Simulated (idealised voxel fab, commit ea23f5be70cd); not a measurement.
You're looking at the process module voxel wiring stack.
We display cut, a cross-section 290 nm in width whose square cells are each 5 nm.
Reading order for cross-sections: top band down to bottom band. Underlying form: a grid of square cells. Band size: one or more rows of cells.
The band entry comprises the height of the band's top followed by the height of its bottom, expressed in nm, and subsequently the band's materials from left to right, each stated together with its width in nm. Where a single material is marked with the word "all across", that material fills the band from edge to edge. The word "blank" represents empty space.
Below 0: as-received wafer, all one material; heights counted from there. Lowest band: no bottom, goes on down, written "z 0 and below".
The width entry "30 to 40" should be interpreted row by row: the top row of cells in the band takes the first number, the bottom row takes the second number, and the change between adjacent rows is uniform throughout.
You'll sometimes find "nothing was modified" written for a step, and that's the way of saying that nowhere in the cross-section did a cell change during that step.
Entry "Enclosed void list". Content: empty spaces with no open connection to the top, size 8 cells or greater. Each: width x height at distance. Distance: from left edge. Unit: nm.
Whatever follows a step's settings on its line is a remark the simulator itself makes about that step.
Regarding "overlay nm": on a step with a mask, it is the distance the mask lay to the right of its planned place; a negative value places it to the left.

## The steps planned for the process are as follows
1. RECEIVE (material Si)
2. CONFORMAL_DEP (material SiO2; thk nm 15)
3. CONFORMAL_DEP (material SiCN; thk nm 5)
4. DIRECTIONAL_DEP (material SiO2; thk nm 20)
5. PATTERN (tone open; mask id METAL_1; material resist; width nm 30; pitch nm 50; thk nm 15; overlay nm 0)
6. DIRECTIONAL_ETCH (etch materials SiO2; depth nm 20)
7. DIRECTIONAL_ETCH (etch materials SiCN; depth nm 5)
8. STRIP (etch materials resist)
9. CONFORMAL_DEP (material TiN; thk nm 5)
10. FILL_DEP (material Cu; thk nm 5)
11. CMP (height nm 40)
12. EPI (material Ru; thk nm 5)
13. FILL_DEP (material SiCN; thk nm 5)
14. DIRECTIONAL_DEP (material lowk; thk nm 20)
15. DIRECTIONAL_DEP (material aC; thk nm 15)
16. PATTERN (tone open; mask id PLUG_1; material resist; width nm 15; pitch nm 50; thk nm 35; overlay nm 0)
17. DIRECTIONAL_ETCH (etch materials aC; depth nm 15)
18. STRIP (etch materials resist)
19. DIRECTIONAL_ETCH (etch materials lowk; depth nm 20)
20. DIRECTIONAL_ETCH (etch materials SiCN; depth nm 5)
21. STRIP (etch materials aC)
22. CONFORMAL_DEP (material TiN; thk nm 5)
23. FILL_DEP (material Ru; thk nm 5)
24. CMP (height nm 70)
25. CONFORMAL_DEP (material SiN; thk nm 5)
26. DIRECTIONAL_DEP (material lowk; thk nm 15)
27. MASKED_ETCH (tone open; mask id METAL_2; width nm 30; pitch nm 50; etch materials lowk; depth nm 15; overlay nm 0)
28. MASKED_ETCH (tone open; mask id METAL_2; width nm 30; pitch nm 50; etch materials SiN; depth nm 5; overlay nm 0)
29. CONFORMAL_DEP (material TiN; thk nm 5)
30. FILL_DEP (material Cu; thk nm 10)
31. CMP (height nm 90)
32. CONFORMAL_DEP (material SiCN; thk nm 5)

## As-received state of the wafer in cross-section, equivalent to post-step 1
z 0 and below  Si all across
Enclosed void list: none

## Cross-section at module end, one run error; start and plan unchanged from above
z 95 to 90  TiN all across
z 90 to 75  lowk: 55 | TiN: 5 | Cu: 20 | TiN: 5 | lowk: 20 | TiN: 5 | Cu: 20 | TiN: 5 | lowk: 20 | TiN: 5 | Cu: 20 | TiN: 5 | lowk: 20 | TiN: 5 | Cu: 20 | TiN: 5 | lowk: 55
z 75 to 70  SiN: 55 | TiN: 30 | SiN: 20 | TiN: 30 | SiN: 20 | TiN: 30 | SiN: 20 | TiN: 30 | SiN: 55
z 70 to 50  lowk: 55 | TiN: 5 | Ru: 5 | TiN: 5 | lowk: 35 | TiN: 5 | Ru: 5 | TiN: 5 | lowk: 35 | TiN: 5 | Ru: 5 | TiN: 5 | lowk: 35 | TiN: 5 | Ru: 5 | TiN: 5 | lowk: 70
z 50 to 45  SiCN: 55 | TiN: 15 | SiCN: 35 | TiN: 15 | SiCN: 35 | TiN: 15 | SiCN: 35 | TiN: 15 | SiCN: 70
z 45 to 40  SiCN: 50 | Ru: 40 | SiCN: 10 | Ru: 40 | SiCN: 10 | Ru: 40 | SiCN: 10 | Ru: 40 | SiCN: 50
z 40 to 20  SiO2: 55 | TiN: 5 | Cu: 20 | TiN: 5 | SiO2: 20 | TiN: 5 | Cu: 20 | TiN: 5 | SiO2: 20 | TiN: 5 | Cu: 20 | TiN: 5 | SiO2: 20 | TiN: 5 | Cu: 20 | TiN: 5 | SiO2: 55
z 20 to 15  SiCN: 55 | TiN: 30 | SiCN: 20 | TiN: 30 | SiCN: 20 | TiN: 30 | SiCN: 20 | TiN: 30 | SiCN: 55
z 15 to 0  SiO2 all across
z 0 and below  Si all across
Enclosed void list: none
So what did we get wrong on this run? so step 32 ended up running with a different setting than we planned, it ran as CONFORMAL_DEP (material TiN; thk nm 5)
